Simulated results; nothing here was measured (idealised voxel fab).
process module | voxel ribs on slabs
Section cut is 300 nm wide and gridded with 5 nm square cells.
This document writes a cross-section as a grid whose cells are square, and gives it as bands, listed from the top down; one or more rows of cells form a band. This entry defines a band. It first specifies the height of the band's top and the height of its bottom in nm, and then specifies the band's materials from left to right, stating each material with its width in nm. The word "throughout" identifies a single material that fills the band from edge to edge, while the word "air" identifies empty space. Below 0: as-received wafer, all one material; heights counted from there. Lowest band: no bottom, goes on down, written "0..down". Top row gets the first number, bottom row gets the second, and each row in between changes by the same step: that is how a band width like "30..40" works. Step marked "nothing changed"? Then no cell in the cross-section changed in it. Each empty space that has no open way to the top and spans at least 8 cells appears under "Cavities, closed" as width x height at distance, the distance counted from the left edge, all in nm. Whatever follows a step's settings on its line is a remark the simulator itself makes about that step. The "overlay nm" setting may appear on a step's line; for a step that uses a mask, it gives how far to the right of its planned position the mask lay, and a negative value indicates the left.
### Process steps - plan
1 RECEIVE | material Si
2 DIRECTIONAL_DEP | material SiO2 | thk nm 25
3 DIRECTIONAL_DEP | material polySi | thk nm 20
4 PATTERN | tone cover | mask id RIB | material resist | width nm 30 | thk nm 15 | overlay nm 0
5 DIRECTIONAL_ETCH | etch materials polySi | depth nm 15
6 STRIP | etch materials resist
7 PATTERN | tone cover | mask id SLAB | material resist | width nm 90 | thk nm 20 | overlay nm 0
8 DIRECTIONAL_ETCH | etch materials polySi | depth nm 5
9 STRIP | etch materials resist
10 FILL_DEP | material SiO2 | thk nm 20
11 CMP | height nm 60
12 DIRECTIONAL_DEP | material W | thk nm 5
13 PATTERN | tone cover | mask id HEATER | material resist | width nm 40 | thk nm 20 | overlay nm 0
14 DIRECTIONAL_ETCH | etch materials W | depth nm 5
15 STRIP | etch materials resist
16 CONFORMAL_DEP | material SiN | thk nm 5
### Below: the first of two wafers, run as planned
### as received, after step 1
    0..down = Si throughout
    Cavities, closed: none
### State of the wafer after step 2, shown in cross-section
    25..0 = SiO2 throughout
    Below 0 it's all the same as before, nothing changed down there.
### State of the wafer after step 3, shown in cross-section
    45..25 = polySi throughout
    Below 25 it's all the same as before, nothing changed down there.
### State of the wafer after step 4, shown in cross-section
    60..45 = air: 135  resist: 30  air: 135
    Below 45 it's all the same as before, nothing changed down there.
### State of the wafer after step 5, shown in cross-section
    60..45 = air: 135  resist: 30  air: 135
    45..30 = air: 135  polySi: 30  air: 135
    Below 30 it's all the same as before, nothing changed down there.
### State of the wafer after step 6, shown in cross-section
    45..30 = air: 135  polySi: 30  air: 135
    Below 30 it's all the same as before, nothing changed down there.
### State of the wafer after step 7, shown in cross-section
    65..45 = air: 105  resist: 90  air: 105
    45..30 = air: 105  resist: 30  polySi: 30  resist: 30  air: 105
    Below 30 it's all the same as before, nothing changed down there.
### State of the wafer after step 8, shown in cross-section
    65..45 = air: 105  resist: 90  air: 105
    45..30 = air: 105  resist: 30  polySi: 30  resist: 30  air: 105
    30..25 = air: 105  polySi: 90  air: 105
    Below 25 it's all the same as before, nothing changed down there.
### State of the wafer after step 9, shown in cross-section
    45..30 = air: 135  polySi: 30  air: 135
    Below 30 it's all the same as before, nothing changed down there.
### State of the wafer after step 10, shown in cross-section
    65..45 = SiO2 throughout
    45..30 = SiO2: 135  polySi: 30  SiO2: 135
    30..25 = SiO2: 105  polySi: 90  SiO2: 105
    Below 25 it's all the same as before, nothing changed down there.
### State of the wafer after step 11, shown in cross-section
    60..45 = SiO2 throughout
    Below 45 it's all the same as before, nothing changed down there.
### State of the wafer after step 12, shown in cross-section
    65..60 = W throughout
    Below 60 it's all the same as before, nothing changed down there.
### State of the wafer after step 13, shown in cross-section
    85..65 = air: 130  resist: 40  air: 130
    Below 65 it's all the same as before, nothing changed down there.
### State of the wafer after step 14, shown in cross-section
    85..65 = air: 130  resist: 40  air: 130
    65..60 = air: 130  W: 40  air: 130
    Below 60 it's all the same as before, nothing changed down there.
### State of the wafer after step 15, shown in cross-section
    65..60 = air: 130  W: 40  air: 130
    Below 60 it's all the same as before, nothing changed down there.
### State of the wafer after step 16, shown in cross-section
    70..65 = air: 125  SiN: 50  air: 125
    65..60 = SiN: 130  W: 40  SiN: 130
    Below 60 it's all the same as before, nothing changed down there.
### Second wafer, same starting conditions and recipe as the first, one mistake in executing it, nothing differs from the first up to and including step 12
### Cross-section of the second wafer when, according to plan, step 13 should have finished
    85..65 = air: 135  resist: 40  air: 125
    Below 65 it's all the same as before, nothing changed down there.
### Cross-section of the second wafer when, according to plan, step 14 should have finished
    85..65 = air: 135  resist: 40  air: 125
    65..60 = air: 135  W: 40  air: 125
    Below 60 it's all the same as before, nothing changed down there.
### Cross-section of the second wafer when, according to plan, step 15 should have finished
    65..60 = air: 135  W: 40  air: 125
    Below 60 it's all the same as before, nothing changed down there.
### Cross-section of the second wafer when, according to plan, step 16 should have finished
    70..65 = air: 130  SiN: 50  air: 120
    65..60 = SiN: 135  W: 40  SiN: 125
    Below 60 it's all the same as before, nothing changed down there.
Where did the run depart from the plan? step 13 deviated from plan and actually ran as PATTERN | tone cover | mask id HEATER | material resist | width nm 40 | thk nm 20 | overlay nm 5
At the end, each material covers as many cells on the second wafer as it does on the first, though the cells it covers are elsewhere.
